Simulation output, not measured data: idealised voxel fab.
Documented hereafter: the process module known as voxel capacitor over wiring.
cross-section cut | 270 nm wide | cells 5 nm
Square cells in a grid make up a cross-section in this document, and the grid is given as bands, listed from the top down, each one or more rows of cells.
First you get the band's top height and its bottom height, in nm, and then the materials it's made of, left to right, with each width in nm. If you see a single material with "all across", that one covers the band edge to edge. "empty" is empty space.
Heads up on the height convention: 0 is the point under which the incoming wafer is all one material, and the lowest band has no bottom, it just keeps going down, like "0..down".
The two numbers in a width such as "30 to 40" mark its ends across the band: the first belongs to the top row of cells, the second to the bottom row, and from each row to the next the width moves by the same amount.
"left unchanged" means the step left every cell of the cross-section as it was.
Closed-off voids of 8+ cells (no open route to the top) go in "Closed void entries", written width x height at distance from the left edge, in nm.
Text after the settings on a step's line: the simulator's own remark on that step.
"overlay nm" denotes, for a step that has a mask, the displacement of the mask to the right of its planned place, with negative values corresponding to the left.
Steps in the process plan:
- 1: RECEIVE: material Si
- 2: CONFORMAL_DEP: material SiO2, thk nm 15
- 3: CONFORMAL_DEP: material SiN, thk nm 5
- 4: DIRECTIONAL_DEP: material lowk, thk nm 15
- 5: PATTERN: tone open, mask id METAL_1, material resist, width nm 25, pitch nm 85, thk nm 15, overlay nm 0
- 6: DIRECTIONAL_ETCH: etch materials lowk, depth nm 15
- 7: DIRECTIONAL_ETCH: etch materials SiN, depth nm 5
- 8: STRIP: etch materials resist
- 9: CONFORMAL_DEP: material TiN, thk nm 5
- 10: FILL_DEP: material Cu, thk nm 10
- 11: CMP: height nm 35
- 12: CONFORMAL_DEP: material SiCN, thk nm 5
- 13: DIRECTIONAL_DEP: material lowk, thk nm 20
- 14: PATTERN: tone open, mask id PLUG_1, material resist, width nm 15, thk nm 15, overlay nm 0
- 15: DIRECTIONAL_ETCH: etch materials lowk, depth nm 20
- 16: DIRECTIONAL_ETCH: etch materials SiCN, depth nm 5
- 17: STRIP: etch materials resist
- 18: EPI: material Ru, thk nm 10
- 19: EPI: material Ru, thk nm 10
- 20: EPI: material Ru, thk nm 5
- 21: DIRECTIONAL_DEP: material TiN, thk nm 5
- 22: DIRECTIONAL_DEP: material HfO2, thk nm 5
- 23: DIRECTIONAL_DEP: material TiN, thk nm 10
- 24: DIRECTIONAL_DEP: material aC, thk nm 10
- 25: PATTERN: tone cover, mask id UPPER_PLATE, material resist, width nm 65, thk nm 30, overlay nm 0
- 26: DIRECTIONAL_ETCH: etch materials aC, depth nm 10
- 27: STRIP: etch materials resist
- 28: DIRECTIONAL_ETCH: etch materials TiN, depth nm 10
- 29: DIRECTIONAL_ETCH: etch materials HfO2, depth nm 5
- 30: STRIP: etch materials aC
- 31: DIRECTIONAL_DEP: material aC, thk nm 15
- 32: PATTERN: tone cover, mask id LOWER_PLATE, material resist, width nm 75, thk nm 35, overlay nm 0
- 33: DIRECTIONAL_ETCH: etch materials aC, depth nm 15
- 34: STRIP: etch materials resist
- 35: DIRECTIONAL_ETCH: etch materials TiN, depth nm 5
- 36: STRIP: etch materials aC
- 37: FILL_DEP: material SiO2, thk nm 20
- 38: CMP: height nm 95
- 39: DIRECTIONAL_DEP: material aC, thk nm 10
- 40: PATTERN: tone open, mask id PLUG_2, material resist, width nm 15, thk nm 25, overlay nm 0
- 41: DIRECTIONAL_ETCH: etch materials aC, depth nm 10
- 42: STRIP: etch materials resist
- 43: DIRECTIONAL_ETCH: etch materials SiO2, depth nm 15
- 44: STRIP: etch materials aC
- 45: CONFORMAL_DEP: material TiN, thk nm 5
- 46: FILL_DEP: material Cu, thk nm 5
- 47: CMP: height nm 95
- 48: CONFORMAL_DEP: material SiCN, thk nm 5
As received (post step 1): cross-section:
> 0..down: Si all across
> Closed void entries: none
Cross-section: first of two wafers, module finished, run according to plan:
> 100..95: SiCN all across
> 95..85: SiO2: 100; TiN: 5; Cu: 5; TiN: 5; SiO2: 155
> 85..80: SiO2: 100; TiN: 15; SiO2: 155
> 80..70: SiO2: 90; TiN: 65; SiO2: 115
> 70..65: SiO2: 90; HfO2: 65; SiO2: 115
> 65..60: SiO2: 85; TiN: 75; SiO2: 110
> 60..40: lowk: 90; Ru: 15; lowk: 165
> 40..35: SiCN: 90; Ru: 15; SiCN: 165
> 35..20: lowk: 80; TiN: 5; Cu: 15; TiN: 5; lowk: 60; TiN: 5; Cu: 15; TiN: 5; lowk: 80
> 20..15: SiN: 80; TiN: 25; SiN: 60; TiN: 25; SiN: 80
> 15..0: SiO2 all across
> 0..down: Si all across
> Closed void entries: none
Wafer two, sectioned after the module: the first wafer's start, the first wafer's plan, and one mistake in how it was run:
> 100..95: SiCN all across
> 95..85: SiO2: 100; TiN: 5; Cu: 5; TiN: 5; SiO2: 155
> 85..80: SiO2: 100; TiN: 15; SiO2: 155
> 80..70: SiO2: 90; TiN: 65; SiO2: 115
> 70..65: SiO2: 90; HfO2: 65; SiO2: 115
> 65..60: SiO2: 85; TiN: 75; SiO2: 110
> 60..40: lowk: 90; Ru: 15; lowk: 165
> 40..35: SiCN: 90; Ru: 15; SiCN: 165
> 35..20: lowk: 70; TiN: 5; Cu: 15; TiN: 5; lowk: 60; TiN: 5; Cu: 15; TiN: 5; lowk: 90
> 20..15: SiN: 70; TiN: 25; SiN: 60; TiN: 25; SiN: 90
> 15..0: SiO2 all across
> 0..down: Si all across
> Closed void entries: none
Error vs. plan: step 5 off recipe, ran as PATTERN: tone open, mask id METAL_1, material resist, width nm 25, pitch nm 85, thk nm 15, overlay nm -10
Final state: per-material cell counts identical on both wafers; locations differ.
